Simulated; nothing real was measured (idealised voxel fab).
process module | voxel gate over fins
cross-section cut | 280 nm wide | cells 5 nm
A cross-section is a grid of square cells, given in bands from the top down. A band is one or more rows of cells.
Each band's line starts with the height of the band's top and of its bottom, in nm. Then come its materials from left to right, each with its width in nm. One material with "throughout" fills the band from edge to edge. "air" is empty space.
Height 0 is the level under which the wafer as received is all one material. The lowest band goes on downwards, as in "0 down".
A width such as "30 to 40" changes by the same amount from each row of cells to the next, from the band's top row to its bottom row.
"no change" after a step means that no cell of the cross-section changed.
closed voids: empty space of 8 cells or more with no open way to the top, each as width x height at its distance from the left edge, in nm
after a step's settings: what the simulator itself notes on the step
overlay nm, on a step with a mask: how far to the right of its planned place the mask lay; to the left if negative
Each pair below shows a cross-section before one step and the cross-section after it, down to the lowest band that changed. The line under each pair gives the step between them, with its settings. The pairs can come from different runs of this module on the same starting wafer, so a pair continues from the pair above only where its "before" says so.
before
  20 to 5: resist 95 | air 15 | resist 20 | air 15 | resist 20 | air 15 | resist 100
  5 to 0: SiN throughout
  0 down: Si throughout
  closed voids: none
after
  20 to 5: resist 95 | air 15 | resist 20 | air 15 | resist 20 | air 15 | resist 100
  5 to 0: SiN 95 | air 15 | SiN 20 | air 15 | SiN 20 | air 15 | SiN 100
  below 0: unchanged
  closed voids: none
the step between: op DIRECTIONAL_ETCH | etch materials SiN | depth nm 5
before: the cross-section after the pair above
after
  20 to 5: resist 95 | air 15 | resist 20 | air 15 | resist 20 | air 15 | resist 100
  5 to 0: SiN 95 | air 15 | SiN 20 | air 15 | SiN 20 | air 15 | SiN 100
  0 to -40: Si 95 | air 15 | Si 20 | air 15 | Si 20 | air 15 | Si 100
  below -40: unchanged
  closed voids: none
the step between: op DIRECTIONAL_ETCH | etch materials Si | depth nm 40
before: the cross-section after the pair above
after
  5 to 0: SiN 95 | air 15 | SiN 20 | air 15 | SiN 20 | air 15 | SiN 100
  below 0: unchanged
  closed voids: none
the step between: op STRIP | etch materials resist
before: the cross-section after the pair above
after
  5 to 0: SiN 95 | air 15 | SiN 20 | air 15 | SiN 20 | air 15 | SiN 100
  0 to -40: Si 90 | SiO2 5 | air 15 | SiO2 5 | Si 10 | SiO2 5 | air 15 | SiO2 5 | Si 10 | SiO2 5 | air 15 | SiO2 5 | Si 95
  -40 to -45: Si 90 | SiO2 25 | Si 10 | SiO2 25 | Si 10 | SiO2 25 | Si 95
  below -45: unchanged
  closed voids: none
the step between: op OXIDIZE | depth nm 5
before: the cross-section after the pair above
after
  20 to 5: SiO2 throughout
  5 to 0: SiN 95 | SiO2 15 | SiN 20 | SiO2 15 | SiN 20 | SiO2 15 | SiN 100
  0 to -45: Si 90 | SiO2 25 | Si 10 | SiO2 25 | Si 10 | SiO2 25 | Si 95
  below -45: unchanged
  closed voids: none
the step between: op FILL_DEP | material SiO2 | thk nm 15
before: the cross-section after the pair above
after
  5 to 0: SiN 95 | SiO2 15 | SiN 20 | SiO2 15 | SiN 20 | SiO2 15 | SiN 100
  below 0: unchanged
  closed voids: none
the step between: op CMP | height nm 5
before: the cross-section after the pair above
after
  5 to 0: SiN 95 | air 15 | SiN 20 | air 15 | SiN 20 | air 15 | SiN 100
  0 to -10: Si 90 | air 25 | Si 10 | air 25 | Si 10 | air 25 | Si 95
  below -10: unchanged
  closed voids: none
the step between: op SELECTIVE_ETCH | etch materials SiO2 | depth nm 15
before: the cross-section after the pair above
after
  0 to -10: Si 90 | air 25 | Si 10 | air 25 | Si 10 | air 25 | Si 95
  below -10: unchanged
  closed voids: none
the step between: op STRIP | etch materials SiN
before: the cross-section after the pair above
after
  5 to 0: HfO2 95 | air 15 | HfO2 20 | air 15 | HfO2 20 | air 15 | HfO2 100
  0 to -5: Si 90 | HfO2 5 | air 15 | HfO2 5 | Si 10 | HfO2 5 | air 15 | HfO2 5 | Si 10 | HfO2 5 | air 15 | HfO2 5 | Si 95
  -5 to -10: Si 90 | HfO2 25 | Si 10 | HfO2 25 | Si 10 | HfO2 25 | Si 95
  below -10: unchanged
  closed voids: none
the step between: op CONFORMAL_DEP | material HfO2 | thk nm 5
before: the cross-section after the pair above
after
  10 to 5: TiN 100 | air 5 | TiN 30 | air 5 | TiN 30 | air 5 | TiN 105
  5 to 0: HfO2 95 | TiN 5 | air 5 | TiN 5 | HfO2 20 | TiN 5 | air 5 | TiN 5 | HfO2 20 | TiN 5 | air 5 | TiN 5 | HfO2 100
  0 to -5: Si 90 | HfO2 5 | TiN 15 | HfO2 5 | Si 10 | HfO2 5 | TiN 15 | HfO2 5 | Si 10 | HfO2 5 | TiN 15 | HfO2 5 | Si 95
  below -5: unchanged
  closed voids: none
the step between: op CONFORMAL_DEP | material TiN | thk nm 5
before: the cross-section after the pair above
after
  15 to 10: TiAl throughout
  10 to 5: TiN 100 | TiAl 5 | TiN 30 | TiAl 5 | TiN 30 | TiAl 5 | TiN 105
  5 to 0: HfO2 95 | TiN 5 | TiAl 5 | TiN 5 | HfO2 20 | TiN 5 | TiAl 5 | TiN 5 | HfO2 20 | TiN 5 | TiAl 5 | TiN 5 | HfO2 100
  below 0: unchanged
  closed voids: none
the step between: op CONFORMAL_DEP | material TiAl | thk nm 5
before: the cross-section after the pair above
after
  20 to 15: TiN throughout
  below 15: unchanged
  closed voids: none
the step between: op CONFORMAL_DEP | material TiN | thk nm 5
before: the cross-section after the pair above
after
  30 to 20: W throughout
  below 20: unchanged
  closed voids: none
the step between: op FILL_DEP | material W | thk nm 10
before: the cross-section after the pair above
after
  25 to 20: W throughout
  below 20: unchanged
  closed voids: none
the step between: op CMP | height nm 25
before: the cross-section after the pair above
after
  35 to 25: SiN throughout
  below 25: unchanged
  closed voids: none
the step between: op CONFORMAL_DEP | material SiN | thk nm 10
